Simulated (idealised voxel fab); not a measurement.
Process module name: voxel self aligned contacts
255 nm wide, 5 nm square cells: that's cross-section cut.
In what follows, cross-sections appear as grids of square cells, described through bands that run from the top down, where every band is one or more rows of cells. The entry gives the band's vertical extent as a top height and a bottom height in nm, then its horizontal make-up as materials from left to right, each with a width in nm. "empty" stands for empty space; a single material marked "throughout" fills the band edge to edge. It should be noted that heights are counted from 0, beneath which the wafer as supplied is of one material throughout, and that the lowest band possesses no lower boundary but continues downward, as written in "0 and below". You'd read "30 to 40" like this: the band's top row of cells is as wide as the first number, its bottom row is as wide as the second, and going down, every row changes width by the same amount as the row before did. Any step labelled "nothing altered" changed none of the cells in the cross-section. "Listed closed voids" enumerates empty spaces isolated from the top, with no open way to it, that contain at least 8 cells, giving each as width x height at distance from the left edge, all three in nm. Whatever follows a step's settings on its line is a remark the simulator itself makes about that step. "overlay nm" denotes, for a step that has a mask, the displacement of the mask to the right of its planned place, with negative values corresponding to the left.
Planned step list for the process
1) RECEIVE [material Si]
2) OXIDIZE [depth nm 5]
3) DIRECTIONAL_DEP [material polySi] [thk nm 20]
4) DIRECTIONAL_DEP [material SiN] [thk nm 25]
5) DIRECTIONAL_DEP [material aC] [thk nm 10]
6) PATTERN [tone cover] [mask id GATE] [material resist] [width nm 30] [pitch nm 65] [thk nm 25] [overlay nm 0]
7) DIRECTIONAL_ETCH [etch materials aC] [depth nm 10]
8) STRIP [etch materials resist]
9) DIRECTIONAL_ETCH [etch materials SiN] [depth nm 25]
10) DIRECTIONAL_ETCH [etch materials polySi] [depth nm 20]
11) STRIP [etch materials aC]
12) CONFORMAL_DEP [material SiN] [thk nm 10]
13) DIRECTIONAL_ETCH [etch materials SiN] [depth nm 10]
14) FILL_DEP [material SiO2] [thk nm 10]
15) CMP [height nm 50]
16) MASKED_ETCH [tone open] [mask id CONTACT] [width nm 45] [etch materials SiO2] [depth nm 55] [overlay nm 0]
17) CONFORMAL_DEP [material TiN] [thk nm 5]
18) FILL_DEP [material Ru] [thk nm 5]
19) CMP [height nm 50]
20) CONFORMAL_DEP [material SiCN] [thk nm 5]
Wafer cross-section on receipt, i.e. after step 1
    0 and below | Si throughout
    Listed closed voids: none
Cross-section, end of module. Start: as above. Plan: as above. Execution: one mistake
    55 down to 50 | SiCN throughout
    50 down to 45 | 65 of Ru  40 of TiN  45 of SiO2  40 of TiN  65 of Ru
    45 down to 20 | 65 of Ru  5 of TiN  50 of SiN  15 of SiO2  50 of SiN  5 of TiN  65 of Ru
    20 down to 0 | 65 of Ru  5 of TiN  10 of SiN  30 of polySi  10 of SiN  15 of SiO2  10 of SiN  30 of polySi  10 of SiN  5 of TiN  65 of Ru
    0 down to -5 | 70 of TiN  115 of SiO2  70 of TiN
    -5 and below | Si throughout
    Listed closed voids: none
So what did we get wrong on this run? step 16, actual vs plan mismatch, actual run MASKED_ETCH [tone cover] [mask id CONTACT] [width nm 45] [etch materials SiO2] [depth nm 55] [overlay nm 0]
